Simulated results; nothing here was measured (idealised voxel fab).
process module | voxel self aligned contacts
cross-section cut | 215 nm wide | cells 5 nm
A cross-section is a grid of square cells, given in bands from the top down. A band is one or more rows of cells.
Each band's line starts with the height of the band's top and of its bottom, in nm. Then come its materials from left to right, each with its width in nm. One material with "throughout" fills the band from edge to edge. "air" is empty space.
Height 0 is the level under which the wafer as received is all one material. The lowest band goes on downwards, as in "0 down".
A width such as "30 to 40" changes by the same amount from each row of cells to the next, from the band's top row to its bottom row.
"no change" after a step means that no cell of the cross-section changed.
closed voids: empty space of 8 cells or more with no open way to the top, each as width x height at its distance from the left edge, in nm
after a step's settings: what the simulator itself notes on the step
overlay nm, on a step with a mask: how far to the right of its planned place the mask lay; to the left if negative
plan
1 op RECEIVE | material Si
2 op OXIDIZE | depth nm 5
3 op DIRECTIONAL_DEP | material polySi | thk nm 20
4 op DIRECTIONAL_DEP | material SiN | thk nm 20
5 op MASKED_ETCH | tone cover | mask id GATE | width nm 30 | pitch nm 55 | etch materials SiN | depth nm 20 | overlay nm 0
6 op MASKED_ETCH | tone cover | mask id GATE | width nm 30 | pitch nm 55 | etch materials polySi | depth nm 20 | overlay nm 0
7 op CONFORMAL_DEP | material SiN | thk nm 5
8 op DIRECTIONAL_ETCH | etch materials SiN | depth nm 5
9 op FILL_DEP | material SiO2 | thk nm 15
10 op CMP | height nm 50
11 op MASKED_ETCH | tone open | mask id CONTACT | width nm 35 | etch materials SiO2 | depth nm 55 | overlay nm 0
12 op CONFORMAL_DEP | material TiN | thk nm 5
13 op FILL_DEP | material Ru | thk nm 10
14 op CMP | height nm 50
15 op CONFORMAL_DEP | material SiCN | thk nm 5
as received, after step 1
  0 down: Si throughout
  closed voids: none
first wafer at the end, as planned
  55 to 50: SiCN throughout
  50 to 40: SiO2 90 | TiN 5 to 15 | Ru 25 to 5 | TiN 5 to 15 | SiO2 90
  40 to 20: SiO2 60 | SiN 40 | TiN 5 | Ru 5 | TiN 5 | SiN 40 | SiO2 60
  20 to 0: SiO2 60 | SiN 5 | polySi 30 | SiN 5 | TiN 5 | Ru 5 | TiN 5 | SiN 5 | polySi 30 | SiN 5 | SiO2 60
  0 to -5: SiO2 100 | TiN 15 | SiO2 100
  -5 down: Si throughout
  closed voids: none
second wafer at the end: like start, like plan, one mistake
  55 to 50: SiCN throughout
  50 to 40: SiO2 90 | TiN 5 to 15 | Ru 25 to 5 | TiN 5 to 15 | SiO2 90
  40 to 25: SiO2 60 | SiN 40 | TiN 5 | Ru 5 | TiN 5 | SiN 40 | SiO2 60
  25 to 20: SiO2 60 | SiN 40 | TiN 15 | SiN 40 | SiO2 60
  20 to 0: SiO2 60 | SiN 5 | polySi 40 | SiN 5 | TiN 5 | SiN 5 | polySi 40 | SiN 5 | SiO2 50
  0 to -5: SiO2 110 | TiN 5 | SiO2 100
  -5 down: Si throughout
  closed voids: none
what went wrong: step 6 ran as: op MASKED_ETCH | tone cover | mask id GATE | width nm 30 | pitch nm 55 | etch materials polySi | depth nm 20 | overlay nm 10
at the end the second wafer has, in cells: 5 fewer of Ru | 6 fewer of SiO2 | 5 fewer of TiN | 16 more of polySi
